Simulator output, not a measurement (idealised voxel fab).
Herein follows the process module entitled voxel fin reveal.
Square cells of 5 nm make up the cross-section cut, whose width is 160 nm.
Reading order for cross-sections: top band down to bottom band. Underlying form: a grid of square cells. Band size: one or more rows of cells. It is stipulated that each band's entry specify, in nanometres, the height of the top of the band and then that of its bottom, followed by the materials of the band in left-to-right sequence, each together with its width in nanometres. A single material marked by the word "edge to edge" is understood to fill the band from edge to edge; the word "blank" is understood to denote empty space. Heights are measured from 0, the level below which the as-received wafer is all one material; the lowest band has no bottom and continues downward, written as in "z 0 and below". Graded width ("30..40"): value in top row of band = first number; value in bottom row = second number; row-to-row change constant. The cross-section has no changed cell in any step marked "nothing got changed". Entry "Voids, fully enclosed". Content: empty spaces with no open connection to the top, size 8 cells or greater. Each: width x height at distance. Distance: from left edge. Unit: nm. On a step's line, text after the settings is the simulator commenting on that step. The setting "overlay nm" may be written on the line of a step. When the step uses a mask, the value reports how far to the right of the planned place the mask lay, and a negative value reports that it lay to the left.

This section lists the process steps that were planned:
1,RECEIVE (material Si)
2,CONFORMAL_DEP (material SiN; thk nm 10)
3,DIRECTIONAL_DEP (material aC; thk nm 10)
4,PATTERN (tone cover; mask id FINS; material resist; width nm 15; pitch nm 35; thk nm 30; overlay nm 0)
5,DIRECTIONAL_ETCH (etch materials aC; depth nm 10)
6,STRIP (etch materials resist)
7,DIRECTIONAL_ETCH (etch materials SiN; depth nm 10)
8,DIRECTIONAL_ETCH (etch materials Si; depth nm 40)
9,STRIP (etch materials aC)
10,FILL_DEP (material SiO2; thk nm 15)
11,CMP (height nm 10)
12,SELECTIVE_ETCH (etch materials SiO2; depth nm 25)
13,STRIP (etch materials SiN)
14,CONFORMAL_DEP (material SiO2; thk nm 5)

Step 1 complete: cross-section of the wafer as received:
    z 0 and below  Si edge to edge
    Voids, fully enclosed: none

The plan above was carried out on the starting structure above with one mistake, and this cross-section shows the wafer at the end of the module:
    z 5 to 0  blank 30 nm, then SiO2 25 nm, then blank 10 nm, then SiO2 25 nm, then blank 10 nm, then SiO2 25 nm, then blank 35 nm
    z 0 to -10  blank 30 nm, then SiO2 5 nm, then Si 15 nm, then SiO2 5 nm, then blank 10 nm, then SiO2 5 nm, then Si 15 nm, then SiO2 5 nm, then blank 10 nm, then SiO2 5 nm, then Si 15 nm, then SiO2 5 nm, then blank 35 nm
    z -10 to -35  SiO2 35 nm, then Si 15 nm, then SiO2 20 nm, then Si 15 nm, then SiO2 20 nm, then Si 15 nm, then SiO2 40 nm
    z -35 and below  Si edge to edge
    Voids, fully enclosed: none
Here's what went sideways: not per plan at step 8, really ran DIRECTIONAL_ETCH (etch materials Si; depth nm 35)
